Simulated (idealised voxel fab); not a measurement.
Process module under the name voxel wiring stack
Displayed cross-section: cut, width of 205 nm, square cells sized 5 nm.
Cross-sections here: square-cell grids, written as top-down lists of bands, a band being one or more rows of cells.
First you get the band's top height and its bottom height, in nm, and then the materials it's made of, left to right, with each width in nm. If you see a single material with "throughout", that one covers the band edge to edge. "blank" is empty space.
Beneath 0, the wafer as received is one material, and that level is where height counting begins. The lowest band goes on downward without a bottom; it is written like "top 0, no bottom".
Width: "30 to 40" (first number = top row, second number = bottom row, same change from row to row of cells).
What does "remained unchanged" mean for a step? It means no cell of the cross-section changed in that step.
Basically, "Enclosed internal voids" tells you about the enclosed voids: empty spaces with no open way to the top, 8 cells or bigger, each written width x height at distance, where distance is from the left edge, all in nm.
What comes after the settings on a step's line is commentary from the simulator itself on that step.
If you see "overlay nm" on a step's line and that step has a mask, it's telling you how far right of where it was planned the mask ended up; a negative number means it went left instead.

The process steps that were planned are listed below
1 op RECEIVE | material Si
2 op CONFORMAL_DEP | material SiO2 | thk nm 10
3 op DIRECTIONAL_DEP | material TiN | thk nm 5
4 op DIRECTIONAL_DEP | material W | thk nm 25
5 op DIRECTIONAL_DEP | material aC | thk nm 15
6 op PATTERN | tone cover | mask id METAL_1 | material resist | width nm 20 | pitch nm 40 | thk nm 35 | overlay nm 0
7 op DIRECTIONAL_ETCH | etch materials aC | depth nm 15
8 op STRIP | etch materials resist
9 op DIRECTIONAL_ETCH | etch materials W | depth nm 25
10 op DIRECTIONAL_ETCH | etch materials TiN | depth nm 5
11 op STRIP | etch materials aC
12 op FILL_DEP | material SiO2 | thk nm 5
13 op CMP | height nm 40
14 op CONFORMAL_DEP | material SiCN | thk nm 5
15 op DIRECTIONAL_DEP | material SiO2 | thk nm 30
16 op MASKED_ETCH | tone open | mask id METAL_2_HOLES | width nm 15 | pitch nm 40 | etch materials SiO2 | depth nm 30 | overlay nm 0
17 op MASKED_ETCH | tone open | mask id METAL_2 | width nm 20 | pitch nm 40 | etch materials SiO2 | depth nm 20 | overlay nm 0
18 op MASKED_ETCH | tone open | mask id METAL_2 | width nm 20 | pitch nm 40 | etch materials SiCN | depth nm 5 | overlay nm 0
19 op CONFORMAL_DEP | material TiN | thk nm 5
20 op FILL_DEP | material Ru | thk nm 5
21 op CMP | height nm 75
22 op CONFORMAL_DEP | material SiCN | thk nm 5
23 op DIRECTIONAL_DEP | material SiO2 | thk nm 20
24 op MASKED_ETCH | tone open | mask id PLUG_2 | width nm 15 | pitch nm 80 | etch materials SiO2 | depth nm 20 | overlay nm 0
25 op MASKED_ETCH | tone open | mask id PLUG_2 | width nm 15 | pitch nm 80 | etch materials SiCN | depth nm 5 | overlay nm 0
26 op CONFORMAL_DEP | material TiN | thk nm 5
27 op FILL_DEP | material W | thk nm 10
28 op CMP | height nm 100
29 op CONFORMAL_DEP | material SiN | thk nm 5
30 op DIRECTIONAL_DEP | material lowk | thk nm 20
31 op MASKED_ETCH | tone open | mask id METAL_3 | width nm 20 | pitch nm 40 | etch materials lowk | depth nm 20 | overlay nm 0
32 op MASKED_ETCH | tone open | mask id METAL_3 | width nm 20 | pitch nm 40 | etch materials SiN | depth nm 5 | overlay nm 0
33 op CONFORMAL_DEP | material TiN | thk nm 5
34 op FILL_DEP | material Cu | thk nm 5
35 op CMP | height nm 125
36 op CONFORMAL_DEP | material SiCN | thk nm 5

As-received state of the wafer in cross-section, equivalent to post-step 1
* top 0, no bottom: Si throughout
* Enclosed internal voids: none

Cross-sectional view of the first of the two wafers upon completion of the module, processed in accordance with the plan
* top 130, bottom 125: SiCN throughout
* top 125, bottom 105: lowk: 30  TiN: 5  Cu: 10  TiN: 5  lowk: 20  TiN: 5  Cu: 10  TiN: 5  lowk: 20  TiN: 5  Cu: 10  TiN: 5  lowk: 20  TiN: 5  Cu: 10  TiN: 5  lowk: 35
* top 105, bottom 100: SiN: 30  TiN: 20  SiN: 20  TiN: 20  SiN: 20  TiN: 20  SiN: 20  TiN: 20  SiN: 35
* top 100, bottom 80: SiO2: 30  TiN: 5  W: 5  TiN: 5  SiO2: 65  TiN: 5  W: 5  TiN: 5  SiO2: 80
* top 80, bottom 75: SiCN: 30  TiN: 15  SiCN: 65  TiN: 15  SiCN: 80
* top 75, bottom 60: SiO2: 30  TiN: 5  Ru: 10  TiN: 5  SiO2: 20  TiN: 5  Ru: 10  TiN: 5  SiO2: 20  TiN: 5  Ru: 10  TiN: 5  SiO2: 20  TiN: 5  Ru: 10  TiN: 5  SiO2: 35
* top 60, bottom 55: SiO2: 30  TiN: 5  Ru: 5  TiN: 10  SiO2: 20  TiN: 5  Ru: 5  TiN: 10  SiO2: 20  TiN: 5  Ru: 5  TiN: 10  SiO2: 20  TiN: 5  Ru: 5  TiN: 10  SiO2: 35
* top 55, bottom 45: SiO2: 30  TiN: 5  Ru: 5  TiN: 5  SiO2: 25  TiN: 5  Ru: 5  TiN: 5  SiO2: 25  TiN: 5  Ru: 5  TiN: 5  SiO2: 25  TiN: 5  Ru: 5  TiN: 5  SiO2: 40
* top 45, bottom 40: SiCN: 30  TiN: 15  SiCN: 25  TiN: 15  SiCN: 25  TiN: 15  SiCN: 25  TiN: 15  SiCN: 40
* top 40, bottom 15: SiO2: 30  W: 20  SiO2: 20  W: 20  SiO2: 20  W: 20  SiO2: 20  W: 20  SiO2: 35
* top 15, bottom 10: SiO2: 30  TiN: 20  SiO2: 20  TiN: 20  SiO2: 20  TiN: 20  SiO2: 20  TiN: 20  SiO2: 35
* top 10, bottom 0: SiO2 throughout
* top 0, no bottom: Si throughout
* Enclosed internal voids: none

Here is the second of the two wafers cut open at the end of the module - same start, same plan as the first one, but we made one mistake running it
* top 130, bottom 125: SiCN throughout
* top 125, bottom 110: lowk: 30  TiN: 5  Cu: 15  TiN: 5  lowk: 15  TiN: 5  Cu: 15  TiN: 5  lowk: 15  TiN: 5  Cu: 15  TiN: 5  lowk: 15  TiN: 5  Cu: 15  TiN: 5  lowk: 30
* top 110, bottom 105: lowk: 30  TiN: 5  Cu: 10  TiN: 10  lowk: 15  TiN: 5  Cu: 10  TiN: 10  lowk: 15  TiN: 5  Cu: 10  TiN: 10  lowk: 15  TiN: 5  Cu: 10  TiN: 10  lowk: 30
* top 105, bottom 100: SiN: 30  TiN: 20  SiN: 20  TiN: 20  SiN: 20  TiN: 20  SiN: 20  TiN: 20  SiN: 35
* top 100, bottom 80: SiO2: 30  TiN: 5  W: 5  TiN: 5  SiO2: 65  TiN: 5  W: 5  TiN: 5  SiO2: 80
* top 80, bottom 75: SiCN: 30  TiN: 15  SiCN: 65  TiN: 15  SiCN: 80
* top 75, bottom 60: SiO2: 30  TiN: 5  Ru: 10  TiN: 5  SiO2: 20  TiN: 5  Ru: 10  TiN: 5  SiO2: 20  TiN: 5  Ru: 10  TiN: 5  SiO2: 20  TiN: 5  Ru: 10  TiN: 5  SiO2: 35
* top 60, bottom 55: SiO2: 30  TiN: 5  Ru: 5  TiN: 10  SiO2: 20  TiN: 5  Ru: 5  TiN: 10  SiO2: 20  TiN: 5  Ru: 5  TiN: 10  SiO2: 20  TiN: 5  Ru: 5  TiN: 10  SiO2: 35
* top 55, bottom 45: SiO2: 30  TiN: 5  Ru: 5  TiN: 5  SiO2: 25  TiN: 5  Ru: 5  TiN: 5  SiO2: 25  TiN: 5  Ru: 5  TiN: 5  SiO2: 25  TiN: 5  Ru: 5  TiN: 5  SiO2: 40
* top 45, bottom 40: SiCN: 30  TiN: 15  SiCN: 25  TiN: 15  SiCN: 25  TiN: 15  SiCN: 25  TiN: 15  SiCN: 40
* top 40, bottom 15: SiO2: 30  W: 20  SiO2: 20  W: 20  SiO2: 20  W: 20  SiO2: 20  W: 20  SiO2: 35
* top 15, bottom 10: SiO2: 30  TiN: 20  SiO2: 20  TiN: 20  SiO2: 20  TiN: 20  SiO2: 20  TiN: 20  SiO2: 35
* top 10, bottom 0: SiO2 throughout
* top 0, no bottom: Si throughout
* Enclosed internal voids: none
Run error: so step 31 ended up running with a different setting than we planned, it ran as op MASKED_ETCH | tone open | mask id METAL_3 | width nm 25 | pitch nm 40 | etch materials lowk | depth nm 20 | overlay nm 0
The final cell counts differ between the wafers, with the second having more or fewer of some materials than the first: Cu +12 | TiN +4 | lowk -16
